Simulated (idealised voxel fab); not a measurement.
Process module name: voxel double patterning
cross-section cut | 205 nm wide | cells 5 nm
The cross-sections in this document take the form of a grid made of square cells. They are written out as bands, in order from top to bottom. Each band consists of one or more rows of cells.
A band entry consists of two parts. The first gives the height of the band's top and the height of its bottom, in nm. The rest lists the band's materials from left to right, each with its width in nm. A single material labelled with the word "all across" fills the band from edge to edge, and the word "air" marks empty space.
Convention: height 0 is the level below which the wafer, as received, is all one material. The lowest band does not terminate at the bottom but continues downward, represented as "0 down".
With a width like "30..40", each row of cells in the band differs from the next by the same amount, the top row carrying the first number and the bottom row the second.
Basically "everything unchanged" means that step didn't change any cell in the cross-section.
What "Fully sealed voids" gives you is every empty space of 8 cells or more that is cut off from the top. Each appears as width x height at distance, with the distance taken from the left edge and width, height and distance all in nm.
Post-settings text on a step line: simulator's own remark regarding the step.
Each step line may optionally specify "overlay nm", which for a step with a mask gives the rightward distance between the mask's planned place and where it lay, a negative value indicating the leftward direction.
If you're wondering how to read the rest of this, here's the deal. It's pairs of cross-sections: one from before a process step, one from after it. The after one is only drawn as far down as the lowest band that changed. Right under each pair you'll see which step sits between them and what its settings were. Don't read the pairs as one continuous story, though. They can come from different runs of this module on the same starting wafer, and a pair only carries on from the one above it where its entry headed "Before the step" says so.
Before the step:
> 0 down | Si all across
> Fully sealed voids: none
Section After Processing:
> 5 to 0 | SiO2 all across
> Lower than 0, everything is as it was.
> Fully sealed voids: none
Step, pre vs post cross-sections above: CONFORMAL_DEP [material SiO2] [thk nm 5]
Before the step: unchanged from the after cross-section in the pair immediately above; refer to that figure.
Section After Processing:
> 15 to 5 | W all across
> Lower than 5, everything is as it was.
> Fully sealed voids: none
Step, pre vs post cross-sections above: DIRECTIONAL_DEP [material W] [thk nm 10]
Before the step: unchanged from the after cross-section in the pair immediately above; refer to that figure.
Section After Processing:
> 25 to 15 | SiN all across
> Lower than 15, everything is as it was.
> Fully sealed voids: none
Step, pre vs post cross-sections above: DIRECTIONAL_DEP [material SiN] [thk nm 10]
Before the step: unchanged from the after cross-section in the pair immediately above; refer to that figure.
Section After Processing:
> 40 to 25 | resist (70); air (15); resist (35); air (15); resist (70)
> Lower than 25, everything is as it was.
> Fully sealed voids: none
Step, pre vs post cross-sections above: PATTERN [tone open] [mask id FIRST] [material resist] [width nm 15] [pitch nm 50] [thk nm 15] [overlay nm 0]
Before the step: unchanged from the after cross-section in the pair immediately above; refer to that figure.
Section After Processing:
> 40 to 25 | resist (70); air (15); resist (35); air (15); resist (70)
> 25 to 15 | SiN (70); air (15); SiN (35); air (15); SiN (70)
> Lower than 15, everything is as it was.
> Fully sealed voids: none
Step, pre vs post cross-sections above: DIRECTIONAL_ETCH [etch materials SiN] [depth nm 10]
Before the step: unchanged from the after cross-section in the pair immediately above; refer to that figure.
Section After Processing:
> 25 to 15 | SiN (70); air (15); SiN (35); air (15); SiN (70)
> Lower than 15, everything is as it was.
> Fully sealed voids: none
Step, pre vs post cross-sections above: STRIP [etch materials resist]
Before the step: unchanged from the after cross-section in the pair immediately above; refer to that figure.
Section After Processing:
> 25 to 15 | SiN (70); air (15); SiN (10); air (15); SiN (10); air (15); SiN (70)
> Lower than 15, everything is as it was.
> Fully sealed voids: none
Step, pre vs post cross-sections above: MASKED_ETCH [tone open] [mask id SECOND] [width nm 15] [etch materials SiN] [depth nm 10] [overlay nm 0]
Before the step: unchanged from the after cross-section in the pair immediately above; refer to that figure.
Section After Processing:
> 25 to 15 | SiN (70); air (15); SiN (10); air (15); SiN (10); air (15); SiN (70)
> 15 to 5 | W (70); air (15); W (10); air (15); W (10); air (15); W (70)
> Lower than 5, everything is as it was.
> Fully sealed voids: none
Step, pre vs post cross-sections above: DIRECTIONAL_ETCH [etch materials W] [depth nm 10]
Before the step: unchanged from the after cross-section in the pair immediately above; refer to that figure.
Section After Processing:
> 15 to 5 | W (70); air (15); W (10); air (15); W (10); air (15); W (70)
> Lower than 5, everything is as it was.
> Fully sealed voids: none
Step, pre vs post cross-sections above: STRIP [etch materials SiN]
Before the step:
> 0 down | Si all across
> Fully sealed voids: none
Section After Processing:
> 10 to 0 | W all across
> Lower than 0, everything is as it was.
> Fully sealed voids: none
Step, pre vs post cross-sections above: DIRECTIONAL_DEP [material W] [thk nm 10]
Before the step: unchanged from the after cross-section in the pair immediately above; refer to that figure.
Section After Processing:
> 20 to 10 | SiN all across
> Lower than 10, everything is as it was.
> Fully sealed voids: none
Step, pre vs post cross-sections above: DIRECTIONAL_DEP [material SiN] [thk nm 10]
Before the step: unchanged from the after cross-section in the pair immediately above; refer to that figure.
Section After Processing:
> 35 to 20 | resist (70); air (15); resist (35); air (15); resist (70)
> Lower than 20, everything is as it was.
> Fully sealed voids: none
Step, pre vs post cross-sections above: PATTERN [tone open] [mask id FIRST] [material resist] [width nm 15] [pitch nm 50] [thk nm 15] [overlay nm 0]
Before the step: unchanged from the after cross-section in the pair immediately above; refer to that figure.
Section After Processing:
> 35 to 20 | resist (70); air (15); resist (35); air (15); resist (70)
> 20 to 10 | SiN (70); air (15); SiN (35); air (15); SiN (70)
> Lower than 10, everything is as it was.
> Fully sealed voids: none
Step, pre vs post cross-sections above: DIRECTIONAL_ETCH [etch materials SiN] [depth nm 10]
Before the step: unchanged from the after cross-section in the pair immediately above; refer to that figure.
Section After Processing:
> 20 to 10 | SiN (70); air (15); SiN (35); air (15); SiN (70)
> Lower than 10, everything is as it was.
> Fully sealed voids: none
Step, pre vs post cross-sections above: STRIP [etch materials resist]
Before the step: unchanged from the after cross-section in the pair immediately above; refer to that figure.
Section After Processing:
> 20 to 10 | SiN (70); air (15); SiN (10); air (15); SiN (10); air (15); SiN (70)
> Lower than 10, everything is as it was.
> Fully sealed voids: none
Step, pre vs post cross-sections above: MASKED_ETCH [tone open] [mask id SECOND] [width nm 15] [etch materials SiN] [depth nm 10] [overlay nm 0]
Before the step: unchanged from the after cross-section in the pair immediately above; refer to that figure.
Section After Processing:
> 20 to 10 | SiN (70); air (15); SiN (10); air (15); SiN (10); air (15); SiN (70)
> 10 to 0 | W (70); air (15); W (10); air (15); W (10); air (15); W (70)
> Lower than 0, everything is as it was.
> Fully sealed voids: none
Step, pre vs post cross-sections above: DIRECTIONAL_ETCH [etch materials W] [depth nm 10]
Before the step: unchanged from the after cross-section in the pair immediately above; refer to that figure.
Section After Processing:
> 10 to 0 | W (70); air (15); W (10); air (15); W (10); air (15); W (70)
> Lower than 0, everything is as it was.
> Fully sealed voids: none
Step, pre vs post cross-sections above: STRIP [etch materials SiN]
Before the step:
> 10 to 0 | W all across
> 0 down | Si all across
> Fully sealed voids: none
Section After Processing:
> 15 to 10 | SiO2 all across
> Lower than 10, everything is as it was.
> Fully sealed voids: none
Step, pre vs post cross-sections above: CONFORMAL_DEP [material SiO2] [thk nm 5]
Before the step: unchanged from the after cross-section in the pair immediately above; refer to that figure.
Section After Processing:
> 25 to 15 | SiN all across
> Lower than 15, everything is as it was.
> Fully sealed voids: none
Step, pre vs post cross-sections above: DIRECTIONAL_DEP [material SiN] [thk nm 10]
Before the step: unchanged from the after cross-section in the pair immediately above; refer to that figure.
Section After Processing:
> 40 to 25 | resist (70); air (15); resist (35); air (15); resist (70)
> Lower than 25, everything is as it was.
> Fully sealed voids: none
Step, pre vs post cross-sections above: PATTERN [tone open] [mask id FIRST] [material resist] [width nm 15] [pitch nm 50] [thk nm 15] [overlay nm 0]
Before the step: unchanged from the after cross-section in the pair immediately above; refer to that figure.
Section After Processing:
> 40 to 25 | resist (70); air (15); resist (35); air (15); resist (70)
> 25 to 15 | SiN (70); air (15); SiN (35); air (15); SiN (70)
> Lower than 15, everything is as it was.
> Fully sealed voids: none
Step, pre vs post cross-sections above: DIRECTIONAL_ETCH [etch materials SiN] [depth nm 10]
Before the step: unchanged from the after cross-section in the pair immediately above; refer to that figure.
Section After Processing:
> 25 to 15 | SiN (70); air (15); SiN (35); air (15); SiN (70)
> Lower than 15, everything is as it was.
> Fully sealed voids: none
Step, pre vs post cross-sections above: STRIP [etch materials resist]
Before the step: unchanged from the after cross-section in the pair immediately above; refer to that figure.
Section After Processing:
> 25 to 15 | SiN (70); air (15); SiN (10); air (15); SiN (10); air (15); SiN (70)
> Lower than 15, everything is as it was.
> Fully sealed voids: none
Step, pre vs post cross-sections above: MASKED_ETCH [tone open] [mask id SECOND] [width nm 15] [etch materials SiN] [depth nm 10] [overlay nm 0]
Before the step: unchanged from the after cross-section in the pair immediately above; refer to that figure.
Section After Processing:
> 15 to 10 | SiO2 all across
> Lower than 10, everything is as it was.
> Fully sealed voids: none
Step, pre vs post cross-sections above: STRIP [etch materials SiN]
Before the step:
> 5 to 0 | SiO2 all across
> 0 down | Si all across
> Fully sealed voids: none
Section After Processing:
> 10 to 5 | W all across
> Lower than 5, everything is as it was.
> Fully sealed voids: none
Step, pre vs post cross-sections above: DIRECTIONAL_DEP [material W] [thk nm 5]
Before the step: unchanged from the after cross-section in the pair immediately above; refer to that figure.
Section After Processing:
> 20 to 10 | SiN all across
> Lower than 10, everything is as it was.
> Fully sealed voids: none
Step, pre vs post cross-sections above: DIRECTIONAL_DEP [material SiN] [thk nm 10]
Before the step: unchanged from the after cross-section in the pair immediately above; refer to that figure.
Section After Processing:
> 35 to 20 | resist (70); air (15); resist (35); air (15); resist (70)
> Lower than 20, everything is as it was.
> Fully sealed voids: none
Step, pre vs post cross-sections above: PATTERN [tone open] [mask id FIRST] [material resist] [width nm 15] [pitch nm 50] [thk nm 15] [overlay nm 0]
Before the step: unchanged from the after cross-section in the pair immediately above; refer to that figure.
Section After Processing:
> 35 to 20 | resist (70); air (15); resist (35); air (15); resist (70)
> 20 to 10 | SiN (70); air (15); SiN (35); air (15); SiN (70)
> Lower than 10, everything is as it was.
> Fully sealed voids: none
Step, pre vs post cross-sections above: DIRECTIONAL_ETCH [etch materials SiN] [depth nm 10]
Before the step: unchanged from the after cross-section in the pair immediately above; refer to that figure.
Section After Processing:
> 20 to 10 | SiN (70); air (15); SiN (35); air (15); SiN (70)
> Lower than 10, everything is as it was.
> Fully sealed voids: none
Step, pre vs post cross-sections above: STRIP [etch materials resist]
Before the step: unchanged from the after cross-section in the pair immediately above; refer to that figure.
Section After Processing:
> 20 to 10 | SiN (70); air (15); SiN (10); air (15); SiN (10); air (15); SiN (70)
> Lower than 10, everything is as it was.
> Fully sealed voids: none
Step, pre vs post cross-sections above: MASKED_ETCH [tone open] [mask id SECOND] [width nm 15] [etch materials SiN] [depth nm 10] [overlay nm 0]
Before the step: unchanged from the after cross-section in the pair immediately above; refer to that figure.
Section After Processing:
> 20 to 10 | SiN (70); air (15); SiN (10); air (15); SiN (10); air (15); SiN (70)
> 10 to 5 | W (70); air (15); W (10); air (15); W (10); air (15); W (70)
> Lower than 5, everything is as it was.
> Fully sealed voids: none
Step, pre vs post cross-sections above: DIRECTIONAL_ETCH [etch materials W] [depth nm 10]
Before the step: unchanged from the after cross-section in the pair immediately above; refer to that figure.
Section After Processing:
> 10 to 5 | W (70); air (15); W (10); air (15); W (10); air (15); W (70)
> Lower than 5, everything is as it was.
> Fully sealed voids: none
Step, pre vs post cross-sections above: STRIP [etch materials SiN]
Before the step:
> 25 to 15 | SiN (70); air (15); SiN (35); air (15); SiN (70)
> 15 to 5 | W all across
> 5 to 0 | SiO2 all across
> 0 down | Si all across
> Fully sealed voids: none
Section After Processing:
> 25 to 15 | SiN (70); air (15); SiN (10); air (20); SiN (5); air (15); SiN (70)
> Lower than 15, everything is as it was.
> Fully sealed voids: none
Step, pre vs post cross-sections above: MASKED_ETCH [tone open] [mask id SECOND] [width nm 20] [etch materials SiN] [depth nm 10] [overlay nm 0]
Before the step: unchanged from the after cross-section in the pair immediately above; refer to that figure.
Section After Processing:
> 25 to 15 | SiN (70); air (15); SiN (10); air (20); SiN (5); air (15); SiN (70)
> 15 to 5 | W (70); air (15); W (10); air (20); W (5); air (15); W (70)
> Lower than 5, everything is as it was.
> Fully sealed voids: none
Step, pre vs post cross-sections above: DIRECTIONAL_ETCH [etch materials W] [depth nm 10]
Before the step: unchanged from the after cross-section in the pair immediately above; refer to that figure.
Section After Processing:
> 15 to 5 | W (70); air (15); W (10); air (20); W (5); air (15); W (70)
> Lower than 5, everything is as it was.
> Fully sealed voids: none
Step, pre vs post cross-sections above: STRIP [etch materials SiN]
Before the step:
> 25 to 15 | SiN (70); air (15); SiN (35); air (15); SiN (70)
> 15 to 5 | W all across
> 5 to 0 | SiO2 all across
> 0 down | Si all across
> Fully sealed voids: none
Section After Processing:
> 25 to 15 | SiN (70); air (15); SiN (20); air (30); SiN (70)
> Lower than 15, everything is as it was.
> Fully sealed voids: none
Step, pre vs post cross-sections above: MASKED_ETCH [tone open] [mask id SECOND] [width nm 15] [etch materials SiN] [depth nm 10] [overlay nm 10]
Before the step: unchanged from the after cross-section in the pair immediately above; refer to that figure.
Section After Processing:
> 25 to 15 | SiN (70); air (15); SiN (20); air (30); SiN (70)
> 15 to 5 | W (70); air (15); W (20); air (30); W (70)
> Lower than 5, everything is as it was.
> Fully sealed voids: none
Step, pre vs post cross-sections above: DIRECTIONAL_ETCH [etch materials W] [depth nm 10]
Before the step: unchanged from the after cross-section in the pair immediately above; refer to that figure.
Section After Processing:
> 15 to 5 | W (70); air (15); W (20); air (30); W (70)
> Lower than 5, everything is as it was.
> Fully sealed voids: none
Step, pre vs post cross-sections above: STRIP [etch materials SiN]
Before the step:
> 15 to 5 | W all across
> 5 to 0 | SiO2 all across
> 0 down | Si all across
> Fully sealed voids: none
Section After Processing:
> 25 to 15 | SiO2 all across
> Lower than 15, everything is as it was.
> Fully sealed voids: none
Step, pre vs post cross-sections above: DIRECTIONAL_DEP [material SiO2] [thk nm 10]
Before the step: unchanged from the after cross-section in the pair immediately above; refer to that figure.
Section After Processing:
> 40 to 25 | resist (70); air (15); resist (35); air (15); resist (70)
> Lower than 25, everything is as it was.
> Fully sealed voids: none
Step, pre vs post cross-sections above: PATTERN [tone open] [mask id FIRST] [material resist] [width nm 15] [pitch nm 50] [thk nm 15] [overlay nm 0]
Before the step: unchanged from the after cross-section in the pair immediately above; refer to that figure.
Section After Processing:
> 25 to 15 | SiO2 all across
> Lower than 15, everything is as it was.
> Fully sealed voids: none
Step, pre vs post cross-sections above: STRIP [etch materials resist]
Before the step:
> 25 to 15 | SiN (70); air (15); SiN (35); air (15); SiN (70)
> 15 to 5 | W all across
> 5 to 0 | SiO2 all across
> 0 down | Si all across
> Fully sealed voids: none
Section After Processing:
> 25 to 15 | air (95); SiN (15); air (95)
> Lower than 15, everything is as it was.
> Fully sealed voids: none
Step, pre vs post cross-sections above: MASKED_ETCH [tone cover] [mask id SECOND] [width nm 15] [etch materials SiN] [depth nm 10] [overlay nm 0]
Before the step: unchanged from the after cross-section in the pair immediately above; refer to that figure.
Section After Processing:
> 25 to 15 | air (95); SiN (15); air (95)
> 15 to 5 | air (95); W (15); air (95)
> Lower than 5, everything is as it was.
> Fully sealed voids: none
Step, pre vs post cross-sections above: DIRECTIONAL_ETCH [etch materials W] [depth nm 10]
Before the step: unchanged from the after cross-section in the pair immediately above; refer to that figure.
Section After Processing:
> 15 to 5 | air (95); W (15); air (95)
> Lower than 5, everything is as it was.
> Fully sealed voids: none
Step, pre vs post cross-sections above: STRIP [etch materials SiN]
